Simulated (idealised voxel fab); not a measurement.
Process module name: voxel wiring stack
The cross-section shown here is cut; it is 205 nm wide and divided into square cells measuring 5 nm on a side.
For the purposes of this document, a cross-section shall be understood as a grid of square cells, specified as bands listed in top-to-bottom order, each band consisting of one or more rows of cells.
Top height, bottom height, nm. Materials left to right, width each, nm. Single material + "edge to edge" = fills band edge to edge. "air" = empty.
Height 0 is the level under which the wafer as received is all one material. The lowest band goes on downwards, as in "z 0 and below".
Graded width ("30..40"): value in top row of band = first number; value in bottom row = second number; row-to-row change constant.
The designation "left unchanged", where it is given for a processing step, indicates that no cell of the cross-section was altered in the course of that step.
"Closed void register" enumerates empty spaces isolated from the top, with no open way to it, that contain at least 8 cells, giving each as width x height at distance from the left edge, all three in nm.
It should be noted that, on the line of a given step, the content following the step's settings is a remark produced by the simulator itself with respect to that step.
When a step includes a mask, the "overlay nm" setting on its line states how far to the right of its planned place that mask lay, and negative values state how far to the left.
PROCESS STEPS (PLANNED)
1) op RECEIVE | material Si
2) op CONFORMAL_DEP | material SiO2 | thk nm 10
3) op CONFORMAL_DEP | material SiCN | thk nm 5
4) op DIRECTIONAL_DEP | material SiO2 | thk nm 25
5) op PATTERN | tone open | mask id METAL_1 | material resist | width nm 25 | pitch nm 40 | thk nm 15 | overlay nm 0
6) op DIRECTIONAL_ETCH | etch materials SiO2 | depth nm 25
7) op DIRECTIONAL_ETCH | etch materials SiCN | depth nm 5
8) op STRIP | etch materials resist
9) op CONFORMAL_DEP | material TiN | thk nm 5
10) op FILL_DEP | material Cu | thk nm 5
11) op CMP | height nm 40
12) op EPI | material Ru | thk nm 5
13) op FILL_DEP | material SiCN | thk nm 5
14) op DIRECTIONAL_DEP | material SiO2 | thk nm 10
15) op MASKED_ETCH | tone open | mask id PLUG_1 | width nm 15 | pitch nm 40 | etch materials SiO2 | depth nm 10 | overlay nm 0
16) op MASKED_ETCH | tone open | mask id PLUG_1 | width nm 15 | pitch nm 40 | etch materials SiCN | depth nm 5 | overlay nm 0
17) op EPI | material Ru | thk nm 10
18) op EPI | material Ru | thk nm 5
19) op CONFORMAL_DEP | material SiN | thk nm 5
20) op DIRECTIONAL_DEP | material SiO2 | thk nm 25
21) op MASKED_ETCH | tone open | mask id METAL_2 | width nm 25 | pitch nm 40 | etch materials SiO2 | depth nm 25 | overlay nm 0
22) op MASKED_ETCH | tone open | mask id METAL_2 | width nm 25 | pitch nm 40 | etch materials SiN | depth nm 5 | overlay nm 0
23) op CONFORMAL_DEP | material TiN | thk nm 5
24) op FILL_DEP | material Cu | thk nm 5
25) op CMP | height nm 90
26) op CONFORMAL_DEP | material SiCN | thk nm 5
27) op DIRECTIONAL_DEP | material lowk | thk nm 15
28) op MASKED_ETCH | tone open | mask id PLUG_2 | width nm 15 | pitch nm 40 | etch materials lowk | depth nm 15 | overlay nm 0
29) op MASKED_ETCH | tone open | mask id PLUG_2 | width nm 15 | pitch nm 40 | etch materials SiCN | depth nm 5 | overlay nm 0
30) op EPI | material Ru | thk nm 10
31) op EPI | material Ru | thk nm 10
32) op CONFORMAL_DEP | material SiCN | thk nm 5
33) op DIRECTIONAL_DEP | material lowk | thk nm 20
34) op DIRECTIONAL_DEP | material aC | thk nm 15
35) op PATTERN | tone open | mask id METAL_3 | material resist | width nm 25 | pitch nm 40 | thk nm 35 | overlay nm 0
36) op DIRECTIONAL_ETCH | etch materials aC | depth nm 15
37) op STRIP | etch materials resist
38) op DIRECTIONAL_ETCH | etch materials lowk | depth nm 20
39) op DIRECTIONAL_ETCH | etch materials SiCN | depth nm 5
40) op STRIP | etch materials aC
41) op CONFORMAL_DEP | material TiN | thk nm 5
42) op FILL_DEP | material Cu | thk nm 10
43) op CMP | height nm 135
44) op CONFORMAL_DEP | material SiN | thk nm 5
FIRST OF TWO WAFERS, WITH THE RUN CARRIED OUT AS PLANNED
CROSS-SECTION OF THE WAFER UPON ARRIVAL, REPRESENTING THE STATE REACHED AFTER STEP 1
	z 0 and below: Si edge to edge
	Closed void register: none
CROSS-SECTION: WAFER STATE AFTER STEP 2
	z 10 to 0: SiO2 edge to edge
	Below 0 it's all the same as before, nothing changed down there.
CROSS-SECTION: WAFER STATE AFTER STEP 3
	z 15 to 10: SiCN edge to edge
	Below 10 it's all the same as before, nothing changed down there.
CROSS-SECTION: WAFER STATE AFTER STEP 4
	z 40 to 15: SiO2 edge to edge
	Below 15 it's all the same as before, nothing changed down there.
CROSS-SECTION: WAFER STATE AFTER STEP 5
	z 55 to 40: 30 of resist; 25 of air; 15 of resist; 25 of air; 15 of resist; 25 of air; 15 of resist; 25 of air; 30 of resist
	Below 40 it's all the same as before, nothing changed down there.
CROSS-SECTION: WAFER STATE AFTER STEP 6
	z 55 to 40: 30 of resist; 25 of air; 15 of resist; 25 of air; 15 of resist; 25 of air; 15 of resist; 25 of air; 30 of resist
	z 40 to 15: 30 of SiO2; 25 of air; 15 of SiO2; 25 of air; 15 of SiO2; 25 of air; 15 of SiO2; 25 of air; 30 of SiO2
	Below 15 it's all the same as before, nothing changed down there.
CROSS-SECTION: WAFER STATE AFTER STEP 7
	z 55 to 40: 30 of resist; 25 of air; 15 of resist; 25 of air; 15 of resist; 25 of air; 15 of resist; 25 of air; 30 of resist
	z 40 to 15: 30 of SiO2; 25 of air; 15 of SiO2; 25 of air; 15 of SiO2; 25 of air; 15 of SiO2; 25 of air; 30 of SiO2
	z 15 to 10: 30 of SiCN; 25 of air; 15 of SiCN; 25 of air; 15 of SiCN; 25 of air; 15 of SiCN; 25 of air; 30 of SiCN
	Below 10 it's all the same as before, nothing changed down there.
CROSS-SECTION: WAFER STATE AFTER STEP 8
	z 40 to 15: 30 of SiO2; 25 of air; 15 of SiO2; 25 of air; 15 of SiO2; 25 of air; 15 of SiO2; 25 of air; 30 of SiO2
	Below 15 it's all the same as before, nothing changed down there.
CROSS-SECTION: WAFER STATE AFTER STEP 9
	z 45 to 40: 35 of TiN; 15 of air; 25 of TiN; 15 of air; 25 of TiN; 15 of air; 25 of TiN; 15 of air; 35 of TiN
	z 40 to 15: 30 of SiO2; 5 of TiN; 15 of air; 5 of TiN; 15 of SiO2; 5 of TiN; 15 of air; 5 of TiN; 15 of SiO2; 5 of TiN; 15 of air; 5 of TiN; 15 of SiO2; 5 of TiN; 15 of air; 5 of TiN; 30 of SiO2
	z 15 to 10: 30 of SiCN; 25 of TiN; 15 of SiCN; 25 of TiN; 15 of SiCN; 25 of TiN; 15 of SiCN; 25 of TiN; 30 of SiCN
	Below 10 it's all the same as before, nothing changed down there.
CROSS-SECTION: WAFER STATE AFTER STEP 10
	z 50 to 45: Cu edge to edge
	z 45 to 40: 35 of TiN; 15 of Cu; 25 of TiN; 15 of Cu; 25 of TiN; 15 of Cu; 25 of TiN; 15 of Cu; 35 of TiN
	z 40 to 15: 30 of SiO2; 5 of TiN; 15 of Cu; 5 of TiN; 15 of SiO2; 5 of TiN; 15 of Cu; 5 of TiN; 15 of SiO2; 5 of TiN; 15 of Cu; 5 of TiN; 15 of SiO2; 5 of TiN; 15 of Cu; 5 of TiN; 30 of SiO2
	Below 15 it's all the same as before, nothing changed down there.
CROSS-SECTION: WAFER STATE AFTER STEP 11
	z 40 to 15: 30 of SiO2; 5 of TiN; 15 of Cu; 5 of TiN; 15 of SiO2; 5 of TiN; 15 of Cu; 5 of TiN; 15 of SiO2; 5 of TiN; 15 of Cu; 5 of TiN; 15 of SiO2; 5 of TiN; 15 of Cu; 5 of TiN; 30 of SiO2
	Below 15 it's all the same as before, nothing changed down there.
CROSS-SECTION: WAFER STATE AFTER STEP 12
	z 45 to 40: 25 of air; 35 of Ru; 5 of air; 35 of Ru; 5 of air; 35 of Ru; 5 of air; 35 of Ru; 25 of air
	Below 40 it's all the same as before, nothing changed down there.
CROSS-SECTION: WAFER STATE AFTER STEP 13
	z 50 to 45: SiCN edge to edge
	z 45 to 40: 25 of SiCN; 35 of Ru; 5 of SiCN; 35 of Ru; 5 of SiCN; 35 of Ru; 5 of SiCN; 35 of Ru; 25 of SiCN
	Below 40 it's all the same as before, nothing changed down there.
CROSS-SECTION: WAFER STATE AFTER STEP 14
	z 60 to 50: SiO2 edge to edge
	Below 50 it's all the same as before, nothing changed down there.
CROSS-SECTION: WAFER STATE AFTER STEP 15
	z 60 to 50: 30 of SiO2; 15 of air; 25 of SiO2; 15 of air; 25 of SiO2; 15 of air; 25 of SiO2; 15 of air; 40 of SiO2
	Below 50 it's all the same as before, nothing changed down there.
CROSS-SECTION: WAFER STATE AFTER STEP 16
	z 60 to 50: 30 of SiO2; 15 of air; 25 of SiO2; 15 of air; 25 of SiO2; 15 of air; 25 of SiO2; 15 of air; 40 of SiO2
	z 50 to 45: 30 of SiCN; 15 of air; 25 of SiCN; 15 of air; 25 of SiCN; 15 of air; 25 of SiCN; 15 of air; 40 of SiCN
	Below 45 it's all the same as before, nothing changed down there.
CROSS-SECTION: WAFER STATE AFTER STEP 17
	z 60 to 55: 30 of SiO2; 15 of air; 25 of SiO2; 15 of air; 25 of SiO2; 15 of air; 25 of SiO2; 15 of air; 40 of SiO2
	z 55 to 50: 30 of SiO2; 15 of Ru; 25 of SiO2; 15 of Ru; 25 of SiO2; 15 of Ru; 25 of SiO2; 15 of Ru; 40 of SiO2
	z 50 to 40: 30..25 of SiCN; 15..35 of Ru; 25..5 of SiCN; 15..35 of Ru; 25..5 of SiCN; 15..35 of Ru; 25..5 of SiCN; 15..35 of Ru; 40..25 of SiCN
	Below 40 it's all the same as before, nothing changed down there.
CROSS-SECTION: WAFER STATE AFTER STEP 18
	z 60 to 50: 30 of SiO2; 15 of Ru; 25 of SiO2; 15 of Ru; 25 of SiO2; 15 of Ru; 25 of SiO2; 15 of Ru; 40 of SiO2
	Below 50 it's all the same as before, nothing changed down there.
CROSS-SECTION: WAFER STATE AFTER STEP 19
	z 65 to 60: SiN edge to edge
	Below 60 it's all the same as before, nothing changed down there.
CROSS-SECTION: WAFER STATE AFTER STEP 20
	z 90 to 65: SiO2 edge to edge
	Below 65 it's all the same as before, nothing changed down there.
CROSS-SECTION: WAFER STATE AFTER STEP 21
	z 90 to 65: 30 of SiO2; 25 of air; 15 of SiO2; 25 of air; 15 of SiO2; 25 of air; 15 of SiO2; 25 of air; 30 of SiO2
	Below 65 it's all the same as before, nothing changed down there.
CROSS-SECTION: WAFER STATE AFTER STEP 22
	z 90 to 65: 30 of SiO2; 25 of air; 15 of SiO2; 25 of air; 15 of SiO2; 25 of air; 15 of SiO2; 25 of air; 30 of SiO2
	z 65 to 60: 30 of SiN; 25 of air; 15 of SiN; 25 of air; 15 of SiN; 25 of air; 15 of SiN; 25 of air; 30 of SiN
	Below 60 it's all the same as before, nothing changed down there.
CROSS-SECTION: WAFER STATE AFTER STEP 23
	z 95 to 90: 35 of TiN; 15 of air; 25 of TiN; 15 of air; 25 of TiN; 15 of air; 25 of TiN; 15 of air; 35 of TiN
	z 90 to 65: 30 of SiO2; 5 of TiN; 15 of air; 5 of TiN; 15 of SiO2; 5 of TiN; 15 of air; 5 of TiN; 15 of SiO2; 5 of TiN; 15 of air; 5 of TiN; 15 of SiO2; 5 of TiN; 15 of air; 5 of TiN; 30 of SiO2
	z 65 to 60: 30 of SiN; 25 of TiN; 15 of SiN; 25 of TiN; 15 of SiN; 25 of TiN; 15 of SiN; 25 of TiN; 30 of SiN
	Below 60 it's all the same as before, nothing changed down there.
CROSS-SECTION: WAFER STATE AFTER STEP 24
	z 100 to 95: Cu edge to edge
	z 95 to 90: 35 of TiN; 15 of Cu; 25 of TiN; 15 of Cu; 25 of TiN; 15 of Cu; 25 of TiN; 15 of Cu; 35 of TiN
	z 90 to 65: 30 of SiO2; 5 of TiN; 15 of Cu; 5 of TiN; 15 of SiO2; 5 of TiN; 15 of Cu; 5 of TiN; 15 of SiO2; 5 of TiN; 15 of Cu; 5 of TiN; 15 of SiO2; 5 of TiN; 15 of Cu; 5 of TiN; 30 of SiO2
	Below 65 it's all the same as before, nothing changed down there.
CROSS-SECTION: WAFER STATE AFTER STEP 25
	z 90 to 65: 30 of SiO2; 5 of TiN; 15 of Cu; 5 of TiN; 15 of SiO2; 5 of TiN; 15 of Cu; 5 of TiN; 15 of SiO2; 5 of TiN; 15 of Cu; 5 of TiN; 15 of SiO2; 5 of TiN; 15 of Cu; 5 of TiN; 30 of SiO2
	Below 65 it's all the same as before, nothing changed down there.
CROSS-SECTION: WAFER STATE AFTER STEP 26
	z 95 to 90: SiCN edge to edge
	Below 90 it's all the same as before, nothing changed down there.
CROSS-SECTION: WAFER STATE AFTER STEP 27
	z 110 to 95: lowk edge to edge
	Below 95 it's all the same as before, nothing changed down there.
CROSS-SECTION: WAFER STATE AFTER STEP 28
	z 110 to 95: 30 of lowk; 15 of air; 25 of lowk; 15 of air; 25 of lowk; 15 of air; 25 of lowk; 15 of air; 40 of lowk
	Below 95 it's all the same as before, nothing changed down there.
CROSS-SECTION: WAFER STATE AFTER STEP 29
	z 110 to 95: 30 of lowk; 15 of air; 25 of lowk; 15 of air; 25 of lowk; 15 of air; 25 of lowk; 15 of air; 40 of lowk
	z 95 to 90: 30 of SiCN; 15 of air; 25 of SiCN; 15 of air; 25 of SiCN; 15 of air; 25 of SiCN; 15 of air; 40 of SiCN
	Below 90 it's all the same as before, nothing changed down there.
CROSS-SECTION: WAFER STATE AFTER STEP 30
	z 110 to 100: 30 of lowk; 15 of air; 25 of lowk; 15 of air; 25 of lowk; 15 of air; 25 of lowk; 15 of air; 40 of lowk
	z 100 to 95: 30 of lowk; 15 of Ru; 25 of lowk; 15 of Ru; 25 of lowk; 15 of Ru; 25 of lowk; 15 of Ru; 40 of lowk
	z 95 to 90: 30 of SiCN; 15 of Ru; 25 of SiCN; 15 of Ru; 25 of SiCN; 15 of Ru; 25 of SiCN; 15 of Ru; 40 of SiCN
	Below 90 it's all the same as before, nothing changed down there.
CROSS-SECTION: WAFER STATE AFTER STEP 31
	z 110 to 95: 30 of lowk; 15 of Ru; 25 of lowk; 15 of Ru; 25 of lowk; 15 of Ru; 25 of lowk; 15 of Ru; 40 of lowk
	Below 95 it's all the same as before, nothing changed down there.
CROSS-SECTION: WAFER STATE AFTER STEP 32
	z 115 to 110: SiCN edge to edge
	Below 110 it's all the same as before, nothing changed down there.
CROSS-SECTION: WAFER STATE AFTER STEP 33
	z 135 to 115: lowk edge to edge
	Below 115 it's all the same as before, nothing changed down there.
CROSS-SECTION: WAFER STATE AFTER STEP 34
	z 150 to 135: aC edge to edge
	Below 135 it's all the same as before, nothing changed down there.
CROSS-SECTION: WAFER STATE AFTER STEP 35
	z 185 to 150: 30 of resist; 25 of air; 15 of resist; 25 of air; 15 of resist; 25 of air; 15 of resist; 25 of air; 30 of resist
	Below 150 it's all the same as before, nothing changed down there.
CROSS-SECTION: WAFER STATE AFTER STEP 36
	z 170 to 150: 30 of resist; 25 of air; 15 of resist; 25 of air; 15 of resist; 25 of air; 15 of resist; 25 of air; 30 of resist
	z 150 to 135: 30 of aC; 25 of air; 15 of aC; 25 of air; 15 of aC; 25 of air; 15 of aC; 25 of air; 30 of aC
	Below 135 it's all the same as before, nothing changed down there.
CROSS-SECTION: WAFER STATE AFTER STEP 37
	z 150 to 135: 30 of aC; 25 of air; 15 of aC; 25 of air; 15 of aC; 25 of air; 15 of aC; 25 of air; 30 of aC
	Below 135 it's all the same as before, nothing changed down there.
CROSS-SECTION: WAFER STATE AFTER STEP 38
	z 150 to 135: 30 of aC; 25 of air; 15 of aC; 25 of air; 15 of aC; 25 of air; 15 of aC; 25 of air; 30 of aC
	z 135 to 115: 30 of lowk; 25 of air; 15 of lowk; 25 of air; 15 of lowk; 25 of air; 15 of lowk; 25 of air; 30 of lowk
	Below 115 it's all the same as before, nothing changed down there.
CROSS-SECTION: WAFER STATE AFTER STEP 39
	z 150 to 135: 30 of aC; 25 of air; 15 of aC; 25 of air; 15 of aC; 25 of air; 15 of aC; 25 of air; 30 of aC
	z 135 to 115: 30 of lowk; 25 of air; 15 of lowk; 25 of air; 15 of lowk; 25 of air; 15 of lowk; 25 of air; 30 of lowk
	z 115 to 110: 30 of SiCN; 25 of air; 15 of SiCN; 25 of air; 15 of SiCN; 25 of air; 15 of SiCN; 25 of air; 30 of SiCN
	Below 110 it's all the same as before, nothing changed down there.
CROSS-SECTION: WAFER STATE AFTER STEP 40
	z 135 to 115: 30 of lowk; 25 of air; 15 of lowk; 25 of air; 15 of lowk; 25 of air; 15 of lowk; 25 of air; 30 of lowk
	Below 115 it's all the same as before, nothing changed down there.
CROSS-SECTION: WAFER STATE AFTER STEP 41
	z 140 to 135: 35 of TiN; 15 of air; 25 of TiN; 15 of air; 25 of TiN; 15 of air; 25 of TiN; 15 of air; 35 of TiN
	z 135 to 115: 30 of lowk; 5 of TiN; 15 of air; 5 of TiN; 15 of lowk; 5 of TiN; 15 of air; 5 of TiN; 15 of lowk; 5 of TiN; 15 of air; 5 of TiN; 15 of lowk; 5 of TiN; 15 of air; 5 of TiN; 30 of lowk
	z 115 to 110: 30 of SiCN; 25 of TiN; 15 of SiCN; 25 of TiN; 15 of SiCN; 25 of TiN; 15 of SiCN; 25 of TiN; 30 of SiCN
	Below 110 it's all the same as before, nothing changed down there.
CROSS-SECTION: WAFER STATE AFTER STEP 42
	z 150 to 140: Cu edge to edge
	z 140 to 135: 35 of TiN; 15 of Cu; 25 of TiN; 15 of Cu; 25 of TiN; 15 of Cu; 25 of TiN; 15 of Cu; 35 of TiN
	z 135 to 115: 30 of lowk; 5 of TiN; 15 of Cu; 5 of TiN; 15 of lowk; 5 of TiN; 15 of Cu; 5 of TiN; 15 of lowk; 5 of TiN; 15 of Cu; 5 of TiN; 15 of lowk; 5 of TiN; 15 of Cu; 5 of TiN; 30 of lowk
	Below 115 it's all the same as before, nothing changed down there.
CROSS-SECTION: WAFER STATE AFTER STEP 43
	z 135 to 115: 30 of lowk; 5 of TiN; 15 of Cu; 5 of TiN; 15 of lowk; 5 of TiN; 15 of Cu; 5 of TiN; 15 of lowk; 5 of TiN; 15 of Cu; 5 of TiN; 15 of lowk; 5 of TiN; 15 of Cu; 5 of TiN; 30 of lowk
	Below 115 it's all the same as before, nothing changed down there.
CROSS-SECTION: WAFER STATE AFTER STEP 44
	z 140 to 135: SiN edge to edge
	Below 135 it's all the same as before, nothing changed down there.
THE SECOND WAFER: IDENTICAL TO THE FIRST AT THE OUTSET AND IN ITS PLANNED SEQUENCE, DIFFERING ONLY IN THAT ONE MISTAKE WAS MADE DURING PROCESSING; UP TO AND INCLUDING STEP 20, ITS PATH IS THE FIRST WAFER'S PATH
CROSS-SECTION, SECOND WAFER, AT THE END TIME THE PLAN GIVES FOR STEP 21
	z 90 to 65: 35 of SiO2; 20 of air; 20 of SiO2; 20 of air; 20 of SiO2; 20 of air; 20 of SiO2; 20 of air; 30 of SiO2
	Below 65 it's all the same as before, nothing changed down there.
CROSS-SECTION, SECOND WAFER, AT THE END TIME THE PLAN GIVES FOR STEP 22
	z 90 to 65: 35 of SiO2; 20 of air; 20 of SiO2; 20 of air; 20 of SiO2; 20 of air; 20 of SiO2; 20 of air; 30 of SiO2
	z 65 to 60: 35 of SiN; 20 of air; 20 of SiN; 20 of air; 20 of SiN; 20 of air; 20 of SiN; 20 of air; 30 of SiN
	Below 60 it's all the same as before, nothing changed down there.
CROSS-SECTION, SECOND WAFER, AT THE END TIME THE PLAN GIVES FOR STEP 23
	z 95 to 90: 40 of TiN; 10 of air; 30 of TiN; 10 of air; 30 of TiN; 10 of air; 30 of TiN; 10 of air; 35 of TiN
	z 90 to 65: 35 of SiO2; 5 of TiN; 10 of air; 5 of TiN; 20 of SiO2; 5 of TiN; 10 of air; 5 of TiN; 20 of SiO2; 5 of TiN; 10 of air; 5 of TiN; 20 of SiO2; 5 of TiN; 10 of air; 5 of TiN; 30 of SiO2
	z 65 to 60: 35 of SiN; 20 of TiN; 20 of SiN; 20 of TiN; 20 of SiN; 20 of TiN; 20 of SiN; 20 of TiN; 30 of SiN
	Below 60 it's all the same as before, nothing changed down there.
CROSS-SECTION, SECOND WAFER, AT THE END TIME THE PLAN GIVES FOR STEP 24
	z 100 to 95: Cu edge to edge
	z 95 to 90: 40 of TiN; 10 of Cu; 30 of TiN; 10 of Cu; 30 of TiN; 10 of Cu; 30 of TiN; 10 of Cu; 35 of TiN
	z 90 to 65: 35 of SiO2; 5 of TiN; 10 of Cu; 5 of TiN; 20 of SiO2; 5 of TiN; 10 of Cu; 5 of TiN; 20 of SiO2; 5 of TiN; 10 of Cu; 5 of TiN; 20 of SiO2; 5 of TiN; 10 of Cu; 5 of TiN; 30 of SiO2
	Below 65 it's all the same as before, nothing changed down there.
CROSS-SECTION, SECOND WAFER, AT THE END TIME THE PLAN GIVES FOR STEP 25
	z 90 to 65: 35 of SiO2; 5 of TiN; 10 of Cu; 5 of TiN; 20 of SiO2; 5 of TiN; 10 of Cu; 5 of TiN; 20 of SiO2; 5 of TiN; 10 of Cu; 5 of TiN; 20 of SiO2; 5 of TiN; 10 of Cu; 5 of TiN; 30 of SiO2
	Below 65 it's all the same as before, nothing changed down there.
CROSS-SECTION, SECOND WAFER, AT THE END TIME THE PLAN GIVES FOR STEP 26
	z 95 to 90: SiCN edge to edge
	Below 90 it's all the same as before, nothing changed down there.
CROSS-SECTION, SECOND WAFER, AT THE END TIME THE PLAN GIVES FOR STEP 27
	z 110 to 95: lowk edge to edge
	Below 95 it's all the same as before, nothing changed down there.
CROSS-SECTION, SECOND WAFER, AT THE END TIME THE PLAN GIVES FOR STEP 28
	z 110 to 95: 30 of lowk; 15 of air; 25 of lowk; 15 of air; 25 of lowk; 15 of air; 25 of lowk; 15 of air; 40 of lowk
	Below 95 it's all the same as before, nothing changed down there.
CROSS-SECTION, SECOND WAFER, AT THE END TIME THE PLAN GIVES FOR STEP 29
	z 110 to 95: 30 of lowk; 15 of air; 25 of lowk; 15 of air; 25 of lowk; 15 of air; 25 of lowk; 15 of air; 40 of lowk
	z 95 to 90: 30 of SiCN; 15 of air; 25 of SiCN; 15 of air; 25 of SiCN; 15 of air; 25 of SiCN; 15 of air; 40 of SiCN
	Below 90 it's all the same as before, nothing changed down there.
CROSS-SECTION, SECOND WAFER, AT THE END TIME THE PLAN GIVES FOR STEP 30
	z 110 to 100: 30 of lowk; 15 of air; 25 of lowk; 15 of air; 25 of lowk; 15 of air; 25 of lowk; 15 of air; 40 of lowk
	z 100 to 95: 30 of lowk; 15 of Ru; 25 of lowk; 15 of Ru; 25 of lowk; 15 of Ru; 25 of lowk; 15 of Ru; 40 of lowk
	z 95 to 90: 30 of SiCN; 15 of Ru; 25 of SiCN; 15 of Ru; 25 of SiCN; 15 of Ru; 25 of SiCN; 15 of Ru; 40 of SiCN
	Below 90 it's all the same as before, nothing changed down there.
CROSS-SECTION, SECOND WAFER, AT THE END TIME THE PLAN GIVES FOR STEP 31
	z 110 to 95: 30 of lowk; 15 of Ru; 25 of lowk; 15 of Ru; 25 of lowk; 15 of Ru; 25 of lowk; 15 of Ru; 40 of lowk
	Below 95 it's all the same as before, nothing changed down there.
CROSS-SECTION, SECOND WAFER, AT THE END TIME THE PLAN GIVES FOR STEP 32
	z 115 to 110: SiCN edge to edge
	Below 110 it's all the same as before, nothing changed down there.
CROSS-SECTION, SECOND WAFER, AT THE END TIME THE PLAN GIVES FOR STEP 33
	z 135 to 115: lowk edge to edge
	Below 115 it's all the same as before, nothing changed down there.
CROSS-SECTION, SECOND WAFER, AT THE END TIME THE PLAN GIVES FOR STEP 34
	z 150 to 135: aC edge to edge
	Below 135 it's all the same as before, nothing changed down there.
CROSS-SECTION, SECOND WAFER, AT THE END TIME THE PLAN GIVES FOR STEP 35
	z 185 to 150: 30 of resist; 25 of air; 15 of resist; 25 of air; 15 of resist; 25 of air; 15 of resist; 25 of air; 30 of resist
	Below 150 it's all the same as before, nothing changed down there.
CROSS-SECTION, SECOND WAFER, AT THE END TIME THE PLAN GIVES FOR STEP 36
	z 170 to 150: 30 of resist; 25 of air; 15 of resist; 25 of air; 15 of resist; 25 of air; 15 of resist; 25 of air; 30 of resist
	z 150 to 135: 30 of aC; 25 of air; 15 of aC; 25 of air; 15 of aC; 25 of air; 15 of aC; 25 of air; 30 of aC
	Below 135 it's all the same as before, nothing changed down there.
CROSS-SECTION, SECOND WAFER, AT THE END TIME THE PLAN GIVES FOR STEP 37
	z 150 to 135: 30 of aC; 25 of air; 15 of aC; 25 of air; 15 of aC; 25 of air; 15 of aC; 25 of air; 30 of aC
	Below 135 it's all the same as before, nothing changed down there.
CROSS-SECTION, SECOND WAFER, AT THE END TIME THE PLAN GIVES FOR STEP 38
	z 150 to 135: 30 of aC; 25 of air; 15 of aC; 25 of air; 15 of aC; 25 of air; 15 of aC; 25 of air; 30 of aC
	z 135 to 115: 30 of lowk; 25 of air; 15 of lowk; 25 of air; 15 of lowk; 25 of air; 15 of lowk; 25 of air; 30 of lowk
	Below 115 it's all the same as before, nothing changed down there.
CROSS-SECTION, SECOND WAFER, AT THE END TIME THE PLAN GIVES FOR STEP 39
	z 150 to 135: 30 of aC; 25 of air; 15 of aC; 25 of air; 15 of aC; 25 of air; 15 of aC; 25 of air; 30 of aC
	z 135 to 115: 30 of lowk; 25 of air; 15 of lowk; 25 of air; 15 of lowk; 25 of air; 15 of lowk; 25 of air; 30 of lowk
	z 115 to 110: 30 of SiCN; 25 of air; 15 of SiCN; 25 of air; 15 of SiCN; 25 of air; 15 of SiCN; 25 of air; 30 of SiCN
	Below 110 it's all the same as before, nothing changed down there.
CROSS-SECTION, SECOND WAFER, AT THE END TIME THE PLAN GIVES FOR STEP 40
	z 135 to 115: 30 of lowk; 25 of air; 15 of lowk; 25 of air; 15 of lowk; 25 of air; 15 of lowk; 25 of air; 30 of lowk
	Below 115 it's all the same as before, nothing changed down there.
CROSS-SECTION, SECOND WAFER, AT THE END TIME THE PLAN GIVES FOR STEP 41
	z 140 to 135: 35 of TiN; 15 of air; 25 of TiN; 15 of air; 25 of TiN; 15 of air; 25 of TiN; 15 of air; 35 of TiN
	z 135 to 115: 30 of lowk; 5 of TiN; 15 of air; 5 of TiN; 15 of lowk; 5 of TiN; 15 of air; 5 of TiN; 15 of lowk; 5 of TiN; 15 of air; 5 of TiN; 15 of lowk; 5 of TiN; 15 of air; 5 of TiN; 30 of lowk
	z 115 to 110: 30 of SiCN; 25 of TiN; 15 of SiCN; 25 of TiN; 15 of SiCN; 25 of TiN; 15 of SiCN; 25 of TiN; 30 of SiCN
	Below 110 it's all the same as before, nothing changed down there.
CROSS-SECTION, SECOND WAFER, AT THE END TIME THE PLAN GIVES FOR STEP 42
	z 150 to 140: Cu edge to edge
	z 140 to 135: 35 of TiN; 15 of Cu; 25 of TiN; 15 of Cu; 25 of TiN; 15 of Cu; 25 of TiN; 15 of Cu; 35 of TiN
	z 135 to 115: 30 of lowk; 5 of TiN; 15 of Cu; 5 of TiN; 15 of lowk; 5 of TiN; 15 of Cu; 5 of TiN; 15 of lowk; 5 of TiN; 15 of Cu; 5 of TiN; 15 of lowk; 5 of TiN; 15 of Cu; 5 of TiN; 30 of lowk
	Below 115 it's all the same as before, nothing changed down there.
CROSS-SECTION, SECOND WAFER, AT THE END TIME THE PLAN GIVES FOR STEP 43
	z 135 to 115: 30 of lowk; 5 of TiN; 15 of Cu; 5 of TiN; 15 of lowk; 5 of TiN; 15 of Cu; 5 of TiN; 15 of lowk; 5 of TiN; 15 of Cu; 5 of TiN; 15 of lowk; 5 of TiN; 15 of Cu; 5 of TiN; 30 of lowk
	Below 115 it's all the same as before, nothing changed down there.
CROSS-SECTION, SECOND WAFER, AT THE END TIME THE PLAN GIVES FOR STEP 44
	z 140 to 135: SiN edge to edge
	Below 135 it's all the same as before, nothing changed down there.
It is concluded that the wafer was processed incorrectly with respect to the plan, in that step 21 deviated from plan and actually ran as op MASKED_ETCH | tone open | mask id METAL_2 | width nm 20 | pitch nm 40 | etch materials SiO2 | depth nm 25 | overlay nm 0
Final tally in cells, some materials are higher or lower on the second wafer than on the first: Cu -20; SiN +4; SiO2 +20; TiN -4
